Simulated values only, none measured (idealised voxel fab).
Herein follows the process module entitled voxel capacitor over wiring.
This is section cut - it's 215 nm across, gridded in 5 nm square cells.
Bands, listed from the top down, are how a cross-section gets written in this document; the cross-section itself is a grid of square cells, and a band is one or more rows of them.
Quick guide to a band line: top height, bottom height (nm) up front; then every material left to right with its width in nm. Only one material and it's marked "all across"? Then it fills the band edge to edge. And "empty" just means empty space.
Heights are measured from 0, the level below which the as-received wafer is all one material; the lowest band has no bottom and continues downward, written as in "z 0 and below".
Quick explanation for "30->40": the width changes in equal steps down the rows of cells, from the first number in the band's top row to the second number in its bottom row.
For the purposes of this document, the phrase "no change occurred" attached to a step denotes that no cell within the cross-section was modified by that step.
"Closed void roster" enumerates empty spaces isolated from the top, with no open way to it, that contain at least 8 cells, giving each as width x height at distance from the left edge, all three in nm.
Past the settings on a step's line: simulator remark, on that step.
overlay nm: step with mask; distance mask lay right of planned place; negative value = left of planned place.
Process steps - plan:
| 1 | RECEIVE [material Si] |
| 2 | CONFORMAL_DEP [material SiO2] [thk nm 10] |
| 3 | DIRECTIONAL_DEP [material TiN] [thk nm 5] |
| 4 | DIRECTIONAL_DEP [material Ru] [thk nm 20] |
| 5 | DIRECTIONAL_DEP [material aC] [thk nm 15] |
| 6 | PATTERN [tone cover] [mask id METAL_1] [material resist] [width nm 30] [pitch nm 95] [thk nm 30] [overlay nm 0] |
| 7 | DIRECTIONAL_ETCH [etch materials aC] [depth nm 15] |
| 8 | STRIP [etch materials resist] |
| 9 | DIRECTIONAL_ETCH [etch materials Ru] [depth nm 20] |
| 10 | DIRECTIONAL_ETCH [etch materials TiN] [depth nm 5] |
| 11 | STRIP [etch materials aC] |
| 12 | CONFORMAL_DEP [material SiN] [thk nm 5] |
| 13 | FILL_DEP [material lowk] [thk nm 10] |
| 14 | CMP [height nm 35] |
| 15 | CONFORMAL_DEP [material SiCN] [thk nm 5] |
| 16 | DIRECTIONAL_DEP [material SiO2] [thk nm 20] |
| 17 | MASKED_ETCH [tone open] [mask id PLUG_1] [width nm 15] [etch materials SiO2] [depth nm 20] [overlay nm 0] |
| 18 | MASKED_ETCH [tone open] [mask id PLUG_1] [width nm 15] [etch materials SiCN] [depth nm 5] [overlay nm 0] |
| 19 | CONFORMAL_DEP [material TiN] [thk nm 5] |
| 20 | FILL_DEP [material Ru] [thk nm 5] |
| 21 | CMP [height nm 60] |
| 22 | DIRECTIONAL_DEP [material TiN] [thk nm 5] |
| 23 | DIRECTIONAL_DEP [material HfO2] [thk nm 5] |
| 24 | DIRECTIONAL_DEP [material TiN] [thk nm 5] |
| 25 | PATTERN [tone cover] [mask id UPPER_PLATE] [material resist] [width nm 70] [thk nm 15] [overlay nm 0] |
| 26 | DIRECTIONAL_ETCH [etch materials TiN] [depth nm 5] |
| 27 | DIRECTIONAL_ETCH [etch materials HfO2] [depth nm 5] |
| 28 | STRIP [etch materials resist] |
| 29 | PATTERN [tone cover] [mask id LOWER_PLATE] [material resist] [width nm 80] [thk nm 20] [overlay nm 0] |
| 30 | DIRECTIONAL_ETCH [etch materials TiN] [depth nm 5] |
| 31 | STRIP [etch materials resist] |
| 32 | FILL_DEP [material SiO2] [thk nm 20] |
| 33 | CMP [height nm 90] |
| 34 | PATTERN [tone open] [mask id PLUG_2] [material resist] [width nm 15] [thk nm 20] [overlay nm 0] |
| 35 | DIRECTIONAL_ETCH [etch materials SiO2] [depth nm 15] |
| 36 | STRIP [etch materials resist] |
| 37 | CONFORMAL_DEP [material TiN] [thk nm 5] |
| 38 | FILL_DEP [material Cu] [thk nm 10] |
| 39 | CMP [height nm 90] |
| 40 | CONFORMAL_DEP [material SiCN] [thk nm 5] |
Be aware that, although all wafers share a common starting state, the thk nm at step 19 differs among them, and the plan displays the first wafer's value.
Step 1 complete: as-received cross-section of the first of several wafers:
> z 0 and below  Si all across
> Closed void roster: none
The rows of the table below are wafers. Looking at the end of the module, a row counts, for every material, the cells the wafer has gained, shown as (+), or lost, shown as (-), since it was received; its closed voids come next:
thk nm 5; +2 Cu; +14 HfO2; +52 Ru; +83 SiCN; +47 SiN; +451 SiO2; +60 TiN; +108 lowk; Closed void roster: none
thk nm 10; +2 Cu; +14 HfO2; +48 Ru; +83 SiCN; +47 SiN; +451 SiO2; +64 TiN; +108 lowk; Closed void roster: none
thk nm 15; +2 Cu; +14 HfO2; +48 Ru; +83 SiCN; +47 SiN; +451 SiO2; +64 TiN; +108 lowk; Closed void roster: none
thk nm 20; +2 Cu; +14 HfO2; +48 Ru; +83 SiCN; +47 SiN; +451 SiO2; +64 TiN; +108 lowk; Closed void roster: none
